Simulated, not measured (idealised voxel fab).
The process module that follows is named voxel wiring stack.
The figure presents cross-section cut, which has a width of 245 nm and is divided into square cells with an edge length of 5 nm.
This document writes a cross-section as a grid whose cells are square, and gives it as bands, listed from the top down; one or more rows of cells form a band. The entry gives the band's vertical extent as a top height and a bottom height in nm, then its horizontal make-up as materials from left to right, each with a width in nm. "air" stands for empty space; a single material marked "throughout" fills the band edge to edge. Beneath 0, the wafer as received is one material, and that level is where height counting begins. The lowest band goes on downward without a bottom; it is written like "0 and below". Width "30..40": first value at the band's top row of cells, second value at its bottom row, equal change from row to row. No cell of the cross-section changed in a step that is given as "identical to before". Listed in "closed voids": every empty space of 8 or more cells without an open way to the top. Form: width x height at distance, the distance being from the left edge, all in nm. Step line, after settings: the simulator's comment on this step. Steps that use a mask can have "overlay nm" on their line. It says how far the mask sat to the right of where it was meant to be. Negative means to the left.
The process steps that were planned are listed below:
- 1: RECEIVE (material Si)
- 2: CONFORMAL_DEP (material SiO2; thk nm 10)
- 3: DIRECTIONAL_DEP (material TiN; thk nm 5)
- 4: DIRECTIONAL_DEP (material Ru; thk nm 15)
- 5: MASKED_ETCH (tone cover; mask id METAL_1; width nm 20; pitch nm 50; etch materials Ru; depth nm 15; overlay nm 0)
- 6: MASKED_ETCH (tone cover; mask id METAL_1; width nm 20; pitch nm 50; etch materials TiN; depth nm 5; overlay nm 0)
- 7: CONFORMAL_DEP (material SiN; thk nm 5)
- 8: FILL_DEP (material SiO2; thk nm 5)
- 9: CMP (height nm 30)
- 10: CONFORMAL_DEP (material SiCN; thk nm 5)
- 11: DIRECTIONAL_DEP (material lowk; thk nm 25)
- 12: DIRECTIONAL_DEP (material aC; thk nm 10)
- 13: PATTERN (tone open; mask id METAL_2_HOLES; material resist; width nm 15; pitch nm 100; thk nm 30; overlay nm 0)
- 14: DIRECTIONAL_ETCH (etch materials aC; depth nm 10)
- 15: STRIP (etch materials resist)
- 16: DIRECTIONAL_ETCH (etch materials lowk; depth nm 25)
- 17: STRIP (etch materials aC)
- 18: PATTERN (tone open; mask id METAL_2; material resist; width nm 20; pitch nm 50; thk nm 15; overlay nm 0)
- 19: DIRECTIONAL_ETCH (etch materials lowk; depth nm 15)
- 20: DIRECTIONAL_ETCH (etch materials SiCN; depth nm 5)
- 21: STRIP (etch materials resist)
- 22: CONFORMAL_DEP (material TiN; thk nm 5)
- 23: FILL_DEP (material Cu; thk nm 10)
- 24: CMP (height nm 60)
- 25: CONFORMAL_DEP (material SiCN; thk nm 5)
As-received state of the wafer in cross-section, equivalent to post-step 1:
0 and below  Si throughout
closed voids: none
End-of-module XS, first of two wafers, run as planned:
65 down to 60  SiCN throughout
60 down to 50  lowk: 35; TiN: 5; Cu: 10; TiN: 5; lowk: 30; TiN: 5; Cu: 10; TiN: 5; lowk: 30; TiN: 5; Cu: 10; TiN: 5; lowk: 30; TiN: 5; Cu: 10; TiN: 5; lowk: 40
50 down to 45  lowk: 35; TiN: 5; Cu: 5; TiN: 10; lowk: 30; TiN: 20; lowk: 30; TiN: 5; Cu: 5; TiN: 10; lowk: 30; TiN: 20; lowk: 40
45 down to 35  lowk: 35; TiN: 5; Cu: 5; TiN: 5; lowk: 85; TiN: 5; Cu: 5; TiN: 5; lowk: 95
35 down to 30  SiCN: 35; TiN: 15; SiCN: 85; TiN: 15; SiCN: 95
30 down to 15  SiO2: 30; SiN: 5; Ru: 20; SiN: 5; SiO2: 20; SiN: 5; Ru: 20; SiN: 5; SiO2: 20; SiN: 5; Ru: 20; SiN: 5; SiO2: 20; SiN: 5; Ru: 20; SiN: 5; SiO2: 35
15 down to 10  SiN: 35; TiN: 20; SiN: 30; TiN: 20; SiN: 30; TiN: 20; SiN: 30; TiN: 20; SiN: 40
10 down to 0  SiO2 throughout
0 and below  Si throughout
closed voids: none
Second wafer cross-section at end of module - shared start and plan with the first, one mistake in the run:
65 down to 60  SiCN throughout
60 down to 50  lowk: 35; TiN: 5; Cu: 10; TiN: 5; lowk: 30; TiN: 5; Cu: 10; TiN: 5; lowk: 30; TiN: 5; Cu: 10; TiN: 5; lowk: 30; TiN: 5; Cu: 10; TiN: 5; lowk: 40
50 down to 45  lowk: 35; TiN: 5; Cu: 5; TiN: 10; lowk: 30; TiN: 20; lowk: 30; TiN: 5; Cu: 5; TiN: 10; lowk: 30; TiN: 20; lowk: 40
45 down to 35  lowk: 35; TiN: 5; Cu: 5; TiN: 5; lowk: 85; TiN: 5; Cu: 5; TiN: 5; lowk: 95
35 down to 30  SiCN: 35; TiN: 15; SiCN: 85; TiN: 15; SiCN: 95
30 down to 20  SiO2: 35; SiN: 5; Ru: 15; SiN: 5; SiO2: 25; SiN: 5; Ru: 15; SiN: 5; SiO2: 25; SiN: 5; Ru: 15; SiN: 5; SiO2: 25; SiN: 5; Ru: 15; SiN: 5; SiO2: 35
20 down to 15  SiO2: 30; SiN: 10; Ru: 15; SiN: 5; SiO2: 20; SiN: 10; Ru: 15; SiN: 5; SiO2: 20; SiN: 10; Ru: 15; SiN: 5; SiO2: 20; SiN: 10; Ru: 15; SiN: 5; SiO2: 35
15 down to 10  SiN: 35; TiN: 20; SiN: 30; TiN: 20; SiN: 30; TiN: 20; SiN: 30; TiN: 20; SiN: 40
10 down to 0  SiO2 throughout
0 and below  Si throughout
closed voids: none
Here's what went sideways: in deviation from the planned setting, step 5 was conducted as MASKED_ETCH (tone cover; mask id METAL_1; width nm 15; pitch nm 50; etch materials Ru; depth nm 15; overlay nm 0)
Bottom line after processing is that, in cells, the second wafer is up or down on some materials versus the first: -12 Ru, +4 SiN, +8 SiO2
